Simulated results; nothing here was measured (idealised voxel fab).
A process module follows: voxel gate over fins.
FYI the section here is cut, 240 nm wide, cells are 5 nm squares.
A cross-section is a grid of square cells, given in bands from the top down. A band is one or more rows of cells. Top, bottom (nm), then materials left to right with widths (nm); lone material tagged "edge to edge" fills the whole band edge to edge; "air" = empty space. Height reference: 0 = level under which incoming wafer is all one material. Lowest band: no bottom, runs on downward, e.g. "z 0 and below". Read "30->40" as a graded width: first number on top, second number at the bottom, same change between each pair of neighbouring rows. It should be understood that the words "nothing altered", when stated for a given step, signify that the cross-section underwent no change in any of its cells during that step. In "Listed closed voids" the enclosed voids are listed, meaning empty spaces of 8 cells or larger without any opening to the top. The form is width x height at distance, distance from the left edge, units nm. Text after the settings on a step's line: the simulator's own remark on that step. "overlay nm" on a masked step: distance the mask lay right of its planned place, negative for left.
Plan:
1: RECEIVE (material Si)
2: CONFORMAL_DEP (material SiN; thk nm 5)
3: PATTERN (tone cover; mask id FINS; material resist; width nm 15; pitch nm 40; thk nm 15; overlay nm 0)
4: DIRECTIONAL_ETCH (etch materials SiN; depth nm 5)
5: DIRECTIONAL_ETCH (etch materials Si; depth nm 30)
6: STRIP (etch materials resist)
7: OXIDIZE (depth nm 5)
8: FILL_DEP (material SiO2; thk nm 15)
9: CMP (height nm 5)
10: SELECTIVE_ETCH (etch materials SiO2; depth nm 15)
11: STRIP (etch materials SiN)
12: CONFORMAL_DEP (material HfO2; thk nm 5)
13: CONFORMAL_DEP (material TiN; thk nm 5)
14: FILL_DEP (material W; thk nm 10)
15: CMP (height nm 15)
16: CONFORMAL_DEP (material SiN; thk nm 5)
As-received wafer cross-section (after step 1):
> z 0 and below = Si edge to edge
> Listed closed voids: none
First wafer at the end, as planned:
> z 20 to 15 = SiN edge to edge
> z 15 to 10 = W edge to edge
> z 10 to 5 = 45 W; 25 TiN; 15 W; 25 TiN; 15 W; 25 TiN; 15 W; 25 TiN; 50 W
> z 5 to 0 = 45 W; 5 TiN; 15 HfO2; 5 TiN; 15 W; 5 TiN; 15 HfO2; 5 TiN; 15 W; 5 TiN; 15 HfO2; 5 TiN; 15 W; 5 TiN; 15 HfO2; 5 TiN; 50 W
> z 0 to -5 = 50 TiN; 5 HfO2; 5 Si; 5 HfO2; 25 TiN; 5 HfO2; 5 Si; 5 HfO2; 25 TiN; 5 HfO2; 5 Si; 5 HfO2; 25 TiN; 5 HfO2; 5 Si; 5 HfO2; 55 TiN
> z -5 to -10 = 55 HfO2; 5 Si; 35 HfO2; 5 Si; 35 HfO2; 5 Si; 35 HfO2; 5 Si; 60 HfO2
> z -10 to -35 = 55 SiO2; 5 Si; 35 SiO2; 5 Si; 35 SiO2; 5 Si; 35 SiO2; 5 Si; 60 SiO2
> z -35 and below = Si edge to edge
> Listed closed voids: none
Same start, same plan as the first wafer - but one mistake in the run. Cross-section of the second of the two at the end of the module:
> z 20 to 15 = SiN edge to edge
> z 15 to 10 = W edge to edge
> z 10 to 5 = 40 W; 25 TiN; 15 W; 25 TiN; 15 W; 25 TiN; 15 W; 25 TiN; 55 W
> z 5 to 0 = 40 W; 5 TiN; 15 HfO2; 5 TiN; 15 W; 5 TiN; 15 HfO2; 5 TiN; 15 W; 5 TiN; 15 HfO2; 5 TiN; 15 W; 5 TiN; 15 HfO2; 5 TiN; 55 W
> z 0 to -5 = 45 TiN; 5 HfO2; 5 Si; 5 HfO2; 25 TiN; 5 HfO2; 5 Si; 5 HfO2; 25 TiN; 5 HfO2; 5 Si; 5 HfO2; 25 TiN; 5 HfO2; 5 Si; 5 HfO2; 60 TiN
> z -5 to -10 = 50 HfO2; 5 Si; 35 HfO2; 5 Si; 35 HfO2; 5 Si; 35 HfO2; 5 Si; 65 HfO2
> z -10 to -35 = 50 SiO2; 5 Si; 35 SiO2; 5 Si; 35 SiO2; 5 Si; 35 SiO2; 5 Si; 65 SiO2
> z -35 and below = Si edge to edge
> Listed closed voids: none
Want to know what went wrong? step 3 ran with different settings than intended, the actual operation and settings being PATTERN (tone cover; mask id FINS; material resist; width nm 15; pitch nm 40; thk nm 15; overlay nm -5)
If you tally the cells, the second wafer ends up with the same amount of every material as the first; it's all just sitting in different places.
